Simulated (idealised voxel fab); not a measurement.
process module | voxel self aligned vias
Cross-section cut: width 165 nm, square cells of 5 nm.
Cross-sections here: square-cell grids, written as top-down lists of bands, a band being one or more rows of cells.
Heights first: top, then bottom, in nm. Then materials, left to right, each with a width in nm. "edge to edge" on a single material: fills the band edge to edge. "blank": empty space.
Where do heights start? At 0: under that level the wafer as delivered is made of one material only. And the lowest band has no floor; it just carries on downward, as in "0..down".
So if you see something like "30->40" for the width, read it as the top row of the band sitting at the first number and the bottom row at the second, with every row in between moving by the same amount as the last.
Step marked "everything unchanged"? Then no cell in the cross-section changed in it.
The label "Closed cavity list" introduces a list of the empty spaces, 8 cells or larger, that have no open way up to the top; each entry in it reads width x height at distance, where the distance is taken from the left edge and all three are stated in nm.
That trailing text on a step's line, after the settings, is the simulator's own remark on the step.
The line of a step may include "overlay nm". On a step with a mask, this value is how far to the right of its planned place the mask lay. A negative value means the mask lay to the left.

Here's what the planned process steps look like:
step 1: RECEIVE | material Si
step 2: CONFORMAL_DEP | material SiO2 | thk nm 15
step 3: CONFORMAL_DEP | material SiCN | thk nm 5
step 4: DIRECTIONAL_DEP | material SiO2 | thk nm 30
step 5: PATTERN | tone open | mask id LINES | material resist | width nm 25 | pitch nm 75 | thk nm 20 | overlay nm 0
step 6: DIRECTIONAL_ETCH | etch materials SiO2 | depth nm 30
step 7: STRIP | etch materials resist
step 8: CONFORMAL_DEP | material TiN | thk nm 5
step 9: FILL_DEP | material Ru | thk nm 5
step 10: CMP | height nm 50
step 11: SELECTIVE_ETCH | etch materials W Ru TiN | depth nm 5
step 12: FILL_DEP | material SiN | thk nm 5
step 13: CMP | height nm 50
step 14: DIRECTIONAL_DEP | material SiO2 | thk nm 20
step 15: PATTERN | tone open | mask id VIAS | material resist | width nm 45 | pitch nm 75 | thk nm 20 | overlay nm 0
step 16: DIRECTIONAL_ETCH | etch materials SiO2 | depth nm 20
step 17: DIRECTIONAL_ETCH | etch materials SiN | depth nm 5
step 18: STRIP | etch materials resist
step 19: CONFORMAL_DEP | material TiN | thk nm 5
step 20: FILL_DEP | material Cu | thk nm 10
step 21: CMP | height nm 70
step 22: CONFORMAL_DEP | material SiN | thk nm 5

First of two wafers, with the run carried out as planned:

Cross-section of the wafer at receipt, which is the condition after step 1:
* 0..down  Si edge to edge
* Closed cavity list: none

Once step 2 is through, the wafer looks like this in cross-section:
* 15..0  SiO2 edge to edge
* All layers under 0 are left as they were.

Once step 3 is through, the wafer looks like this in cross-section:
* 20..15  SiCN edge to edge
* All layers under 15 are left as they were.

Once step 4 is through, the wafer looks like this in cross-section:
* 50..20  SiO2 edge to edge
* All layers under 20 are left as they were.

Once step 5 is through, the wafer looks like this in cross-section:
* 70..50  resist=30 | blank=25 | resist=50 | blank=25 | resist=35
* All layers under 50 are left as they were.

Once step 6 is through, the wafer looks like this in cross-section:
* 70..50  resist=30 | blank=25 | resist=50 | blank=25 | resist=35
* 50..20  SiO2=30 | blank=25 | SiO2=50 | blank=25 | SiO2=35
* All layers under 20 are left as they were.

Once step 7 is through, the wafer looks like this in cross-section:
* 50..20  SiO2=30 | blank=25 | SiO2=50 | blank=25 | SiO2=35
* All layers under 20 are left as they were.

Once step 8 is through, the wafer looks like this in cross-section:
* 55..50  TiN=35 | blank=15 | TiN=60 | blank=15 | TiN=40
* 50..25  SiO2=30 | TiN=5 | blank=15 | TiN=5 | SiO2=50 | TiN=5 | blank=15 | TiN=5 | SiO2=35
* 25..20  SiO2=30 | TiN=25 | SiO2=50 | TiN=25 | SiO2=35
* All layers under 20 are left as they were.

Once step 9 is through, the wafer looks like this in cross-section:
* 60..55  Ru edge to edge
* 55..50  TiN=35 | Ru=15 | TiN=60 | Ru=15 | TiN=40
* 50..25  SiO2=30 | TiN=5 | Ru=15 | TiN=5 | SiO2=50 | TiN=5 | Ru=15 | TiN=5 | SiO2=35
* All layers under 25 are left as they were.

Once step 10 is through, the wafer looks like this in cross-section:
* 50..25  SiO2=30 | TiN=5 | Ru=15 | TiN=5 | SiO2=50 | TiN=5 | Ru=15 | TiN=5 | SiO2=35
* All layers under 25 are left as they were.

Once step 11 is through, the wafer looks like this in cross-section:
* 50..45  SiO2=30 | blank=25 | SiO2=50 | blank=25 | SiO2=35
* All layers under 45 are left as they were.

Once step 12 is through, the wafer looks like this in cross-section:
* 55..50  SiN edge to edge
* 50..45  SiO2=30 | SiN=25 | SiO2=50 | SiN=25 | SiO2=35
* All layers under 45 are left as they were.

Once step 13 is through, the wafer looks like this in cross-section:
* 50..45  SiO2=30 | SiN=25 | SiO2=50 | SiN=25 | SiO2=35
* All layers under 45 are left as they were.

Once step 14 is through, the wafer looks like this in cross-section:
* 70..50  SiO2 edge to edge
* All layers under 50 are left as they were.

Once step 15 is through, the wafer looks like this in cross-section:
* 90..70  resist=20 | blank=45 | resist=30 | blank=45 | resist=25
* All layers under 70 are left as they were.

Once step 16 is through, the wafer looks like this in cross-section:
* 90..70  resist=20 | blank=45 | resist=30 | blank=45 | resist=25
* 70..50  SiO2=20 | blank=45 | SiO2=30 | blank=45 | SiO2=25
* All layers under 50 are left as they were.

Once step 17 is through, the wafer looks like this in cross-section:
* 90..70  resist=20 | blank=45 | resist=30 | blank=45 | resist=25
* 70..50  SiO2=20 | blank=45 | SiO2=30 | blank=45 | SiO2=25
* 50..45  SiO2=30 | blank=25 | SiO2=50 | blank=25 | SiO2=35
* All layers under 45 are left as they were.

Once step 18 is through, the wafer looks like this in cross-section:
* 70..50  SiO2=20 | blank=45 | SiO2=30 | blank=45 | SiO2=25
* All layers under 50 are left as they were.

Once step 19 is through, the wafer looks like this in cross-section:
* 75..70  TiN=25 | blank=35 | TiN=40 | blank=35 | TiN=30
* 70..55  SiO2=20 | TiN=5 | blank=35 | TiN=5 | SiO2=30 | TiN=5 | blank=35 | TiN=5 | SiO2=25
* 55..50  SiO2=20 | TiN=15 | blank=15 | TiN=15 | SiO2=30 | TiN=15 | blank=15 | TiN=15 | SiO2=25
* 50..45  SiO2=30 | TiN=25 | SiO2=50 | TiN=25 | SiO2=35
* All layers under 45 are left as they were.

Once step 20 is through, the wafer looks like this in cross-section:
* 85..75  Cu edge to edge
* 75..70  TiN=25 | Cu=35 | TiN=40 | Cu=35 | TiN=30
* 70..55  SiO2=20 | TiN=5 | Cu=35 | TiN=5 | SiO2=30 | TiN=5 | Cu=35 | TiN=5 | SiO2=25
* 55..50  SiO2=20 | TiN=15 | Cu=15 | TiN=15 | SiO2=30 | TiN=15 | Cu=15 | TiN=15 | SiO2=25
* All layers under 50 are left as they were.

Once step 21 is through, the wafer looks like this in cross-section:
* 70..55  SiO2=20 | TiN=5 | Cu=35 | TiN=5 | SiO2=30 | TiN=5 | Cu=35 | TiN=5 | SiO2=25
* All layers under 55 are left as they were.

Once step 22 is through, the wafer looks like this in cross-section:
* 75..70  SiN edge to edge
* All layers under 70 are left as they were.

Now the other wafer: same start, same recipe, but we messed up one thing when running it. Up to and including step 2 it's the same as the first one:

Second wafer, sectioned view, at step 3's planned end time: everything unchanged

Second wafer, sectioned view, at step 4's planned end time:
* 45..0  SiO2 edge to edge
* All layers under 0 are left as they were.

Second wafer, sectioned view, at step 5's planned end time:
* 65..45  resist=30 | blank=25 | resist=50 | blank=25 | resist=35
* All layers under 45 are left as they were.

Second wafer, sectioned view, at step 6's planned end time:
* 65..45  resist=30 | blank=25 | resist=50 | blank=25 | resist=35
* 45..15  SiO2=30 | blank=25 | SiO2=50 | blank=25 | SiO2=35
* All layers under 15 are left as they were.

Second wafer, sectioned view, at step 7's planned end time:
* 45..15  SiO2=30 | blank=25 | SiO2=50 | blank=25 | SiO2=35
* All layers under 15 are left as they were.

Second wafer, sectioned view, at step 8's planned end time:
* 50..45  TiN=35 | blank=15 | TiN=60 | blank=15 | TiN=40
* 45..20  SiO2=30 | TiN=5 | blank=15 | TiN=5 | SiO2=50 | TiN=5 | blank=15 | TiN=5 | SiO2=35
* 20..15  SiO2=30 | TiN=25 | SiO2=50 | TiN=25 | SiO2=35
* All layers under 15 are left as they were.

Second wafer, sectioned view, at step 9's planned end time:
* 55..50  Ru edge to edge
* 50..45  TiN=35 | Ru=15 | TiN=60 | Ru=15 | TiN=40
* 45..20  SiO2=30 | TiN=5 | Ru=15 | TiN=5 | SiO2=50 | TiN=5 | Ru=15 | TiN=5 | SiO2=35
* All layers under 20 are left as they were.

Second wafer, sectioned view, at step 10's planned end time:
* 50..45  TiN=35 | Ru=15 | TiN=60 | Ru=15 | TiN=40
* All layers under 45 are left as they were.

Second wafer, sectioned view, at step 11's planned end time:
* 45..20  SiO2=30 | TiN=5 | Ru=15 | TiN=5 | SiO2=50 | TiN=5 | Ru=15 | TiN=5 | SiO2=35
* All layers under 20 are left as they were.

Second wafer, sectioned view, at step 12's planned end time:
* 50..45  SiN edge to edge
* All layers under 45 are left as they were.

Second wafer, sectioned view, at step 13's planned end time: everything unchanged

Second wafer, sectioned view, at step 14's planned end time:
* 70..50  SiO2 edge to edge
* All layers under 50 are left as they were.

Second wafer, sectioned view, at step 15's planned end time:
* 90..70  resist=20 | blank=45 | resist=30 | blank=45 | resist=25
* All layers under 70 are left as they were.

Second wafer, sectioned view, at step 16's planned end time:
* 90..70  resist=20 | blank=45 | resist=30 | blank=45 | resist=25
* 70..50  SiO2=20 | blank=45 | SiO2=30 | blank=45 | SiO2=25
* All layers under 50 are left as they were.

Second wafer, sectioned view, at step 17's planned end time:
* 90..70  resist=20 | blank=45 | resist=30 | blank=45 | resist=25
* 70..50  SiO2=20 | blank=45 | SiO2=30 | blank=45 | SiO2=25
* 50..45  SiN=20 | blank=45 | SiN=30 | blank=45 | SiN=25
* All layers under 45 are left as they were.

Second wafer, sectioned view, at step 18's planned end time:
* 70..50  SiO2=20 | blank=45 | SiO2=30 | blank=45 | SiO2=25
* All layers under 50 are left as they were.

Second wafer, sectioned view, at step 19's planned end time:
* 75..70  TiN=25 | blank=35 | TiN=40 | blank=35 | TiN=30
* 70..50  SiO2=20 | TiN=5 | blank=35 | TiN=5 | SiO2=30 | TiN=5 | blank=35 | TiN=5 | SiO2=25
* 50..45  SiN=20 | TiN=45 | SiN=30 | TiN=45 | SiN=25
* All layers under 45 are left as they were.

Second wafer, sectioned view, at step 20's planned end time:
* 85..75  Cu edge to edge
* 75..70  TiN=25 | Cu=35 | TiN=40 | Cu=35 | TiN=30
* 70..50  SiO2=20 | TiN=5 | Cu=35 | TiN=5 | SiO2=30 | TiN=5 | Cu=35 | TiN=5 | SiO2=25
* All layers under 50 are left as they were.

Second wafer, sectioned view, at step 21's planned end time:
* 70..50  SiO2=20 | TiN=5 | Cu=35 | TiN=5 | SiO2=30 | TiN=5 | Cu=35 | TiN=5 | SiO2=25
* All layers under 50 are left as they were.

Second wafer, sectioned view, at step 22's planned end time:
* 75..70  SiN edge to edge
* All layers under 70 are left as they were.
Diagnosis: the plan's step 3 went unexecuted, having been skipped
Per the end-of-run cell counts, the second wafer holds more or fewer of some materials than the first: 8 more of Cu | 6 more of Ru | 33 fewer of SiCN | 15 more of SiN | 4 more of TiN
